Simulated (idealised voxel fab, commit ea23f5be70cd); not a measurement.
Module name: voxel double patterning (process module)
The figure presents cross-section cut, which has a width of 180 nm and is divided into square cells with an edge length of 5 nm.
Notation: cross-section as square-cell grid; stated in bands, top first, going down; one or more cell rows per band.
This entry defines a band. It first specifies the height of the band's top and the height of its bottom in nm, and then specifies the band's materials from left to right, stating each material with its width in nm. The word "everywhere" identifies a single material that fills the band from edge to edge, while the word "empty" identifies empty space.
All heights in this document are referenced to 0, defined as the level beneath which the wafer, as received, consists entirely of one material. The lowest band is not bounded below; it extends indefinitely downward and is written in the form "0 -> down".
Think of "30..40" as a width that walks from the first number to the second as you go down the band, top row to bottom row, taking equal-sized steps from row to row.
It should be understood that the words "no alterations made", when stated for a given step, signify that the cross-section underwent no change in any of its cells during that step.
Basically, "Closed void inventory" tells you about the enclosed voids: empty spaces with no open way to the top, 8 cells or bigger, each written width x height at distance, where distance is from the left edge, all in nm.
Where a step's line continues beyond its settings, the continuation is a remark by the simulator itself on that step.
"overlay nm", when on a step's line for a step with a mask, measures how far to the right of its planned place the mask lay; a negative measure means to the left.
Planned step list for the process
1,RECEIVE with material Si
2,CONFORMAL_DEP with material SiO2, thk nm 10
3,DIRECTIONAL_DEP with material W, thk nm 20
4,DIRECTIONAL_DEP with material SiN, thk nm 5
5,PATTERN with tone open, mask id FIRST, material resist, width nm 15, pitch nm 50, thk nm 15, overlay nm 0
6,DIRECTIONAL_ETCH with etch materials SiN, depth nm 5
7,STRIP with etch materials resist
8,DIRECTIONAL_DEP with material aC, thk nm 15
9,PATTERN with tone open, mask id SECOND, material resist, width nm 15, pitch nm 50, thk nm 30, overlay nm 0
10,DIRECTIONAL_ETCH with etch materials aC, depth nm 15
11,STRIP with etch materials resist
12,DIRECTIONAL_ETCH with etch materials SiN, depth nm 5
13,STRIP with etch materials aC
14,DIRECTIONAL_ETCH with etch materials W, depth nm 20
15,STRIP with etch materials SiN
Cross-section of the incoming wafer, state after step 1
    0 -> down  Si everywhere
    Closed void inventory: none
Cross-sectional view of the first of the two wafers upon completion of the module, processed in accordance with the plan
    30 -> 10  30 of W | 15 of empty | 10 of W | 15 of empty | 10 of W | 15 of empty | 10 of W | 15 of empty | 10 of W | 15 of empty | 35 of W
    10 -> 0  SiO2 everywhere
    0 -> down  Si everywhere
    Closed void inventory: none
Module end: cross-section of wafer two of two. Same start and process plan as the first wafer. One mistake during execution
    50 -> 30  30 of W | 15 of empty | 10 of W | 15 of empty | 10 of W | 15 of empty | 10 of W | 15 of empty | 10 of W | 15 of empty | 35 of W
    30 -> 10  W everywhere
    10 -> 0  SiO2 everywhere
    0 -> down  Si everywhere
    Closed void inventory: none
The plan and the run diverged here: yeah, plan step 3 got run twice
In the final state, the cell counts of the second wafer exceed or fall short of those of the first for the following materials: +144 W
